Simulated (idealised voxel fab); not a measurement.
Documented hereafter: the process module known as voxel ribs on slabs.
Xsec cut, 255 nm wide, square cell size 5 nm.
This document writes a cross-section as a grid whose cells are square, and gives it as bands, listed from the top down; one or more rows of cells form a band.
Each band's line starts with the height of the band's top and of its bottom, in nm. Then come its materials from left to right, each with its width in nm. One material with "all across" fills the band from edge to edge. "air" is empty space.
It should be noted that heights are counted from 0, beneath which the wafer as supplied is of one material throughout, and that the lowest band possesses no lower boundary but continues downward, as written in "0 and below".
Width spec "30 to 40" -> top row of cells at first value, bottom row at second value, equal per-row change in between.
The designation "no change occurred", where it is given for a processing step, indicates that no cell of the cross-section was altered in the course of that step.
Each empty space that has no open way to the top and spans at least 8 cells appears under "Closed void list" as width x height at distance, the distance counted from the left edge, all in nm.
That trailing text on a step's line, after the settings, is the simulator's own remark on the step.
If you see "overlay nm" on a step's line and that step has a mask, it's telling you how far right of where it was planned the mask ended up; a negative number means it went left instead.

Process steps (planned):
1 RECEIVE | material Si
2 DIRECTIONAL_DEP | material SiO2 | thk nm 30
3 DIRECTIONAL_DEP | material polySi | thk nm 25
4 MASKED_ETCH | tone cover | mask id RIB | width nm 15 | etch materials polySi | depth nm 5 | overlay nm 0
5 MASKED_ETCH | tone cover | mask id SLAB | width nm 75 | etch materials polySi | depth nm 20 | overlay nm 0
6 FILL_DEP | material SiO2 | thk nm 20
7 CMP | height nm 65
8 DIRECTIONAL_DEP | material TiN | thk nm 5
9 DIRECTIONAL_DEP | material aC | thk nm 15
10 PATTERN | tone cover | mask id HEATER | material resist | width nm 25 | thk nm 30 | overlay nm 0
11 DIRECTIONAL_ETCH | etch materials aC | depth nm 15
12 STRIP | etch materials resist
13 DIRECTIONAL_ETCH | etch materials TiN | depth nm 5
14 STRIP | etch materials aC
15 CONFORMAL_DEP | material SiO2 | thk nm 10

Wafer at receipt (post step 1), cross-section:
    0 and below: Si all across
    Closed void list: none

First of two wafers, end-of-module section, run followed plan:
    80 down to 75: air 105 nm | SiO2 45 nm | air 105 nm
    75 down to 70: SiO2 all across
    70 down to 65: SiO2 115 nm | TiN 25 nm | SiO2 115 nm
    65 down to 55: SiO2 all across
    55 down to 50: SiO2 120 nm | polySi 15 nm | SiO2 120 nm
    50 down to 30: SiO2 90 nm | polySi 75 nm | SiO2 90 nm
    30 down to 0: SiO2 all across
    0 and below: Si all across
    Closed void list: none

Now the second wafer, cross-sectioned at the end of the module. Nothing different at the start, nothing different in the plan compared with the first, just one mistake when it was actually run:
    80 down to 75: SiO2 125 nm | air 5 nm | SiO2 125 nm
    75 down to 70: SiO2 all across
    70 down to 65: TiN 115 nm | SiO2 25 nm | TiN 115 nm
    65 down to 55: SiO2 all across
    55 down to 50: SiO2 120 nm | polySi 15 nm | SiO2 120 nm
    50 down to 30: SiO2 90 nm | polySi 75 nm | SiO2 90 nm
    30 down to 0: SiO2 all across
    0 and below: Si all across
    Closed void list: none
Error vs. plan: heads up, step 10 didn't go per plan, it actually ran as PATTERN | tone open | mask id HEATER | material resist | width nm 25 | thk nm 30 | overlay nm 0
Final cells, second wafer relative to first, materials higher or lower: +41 TiN
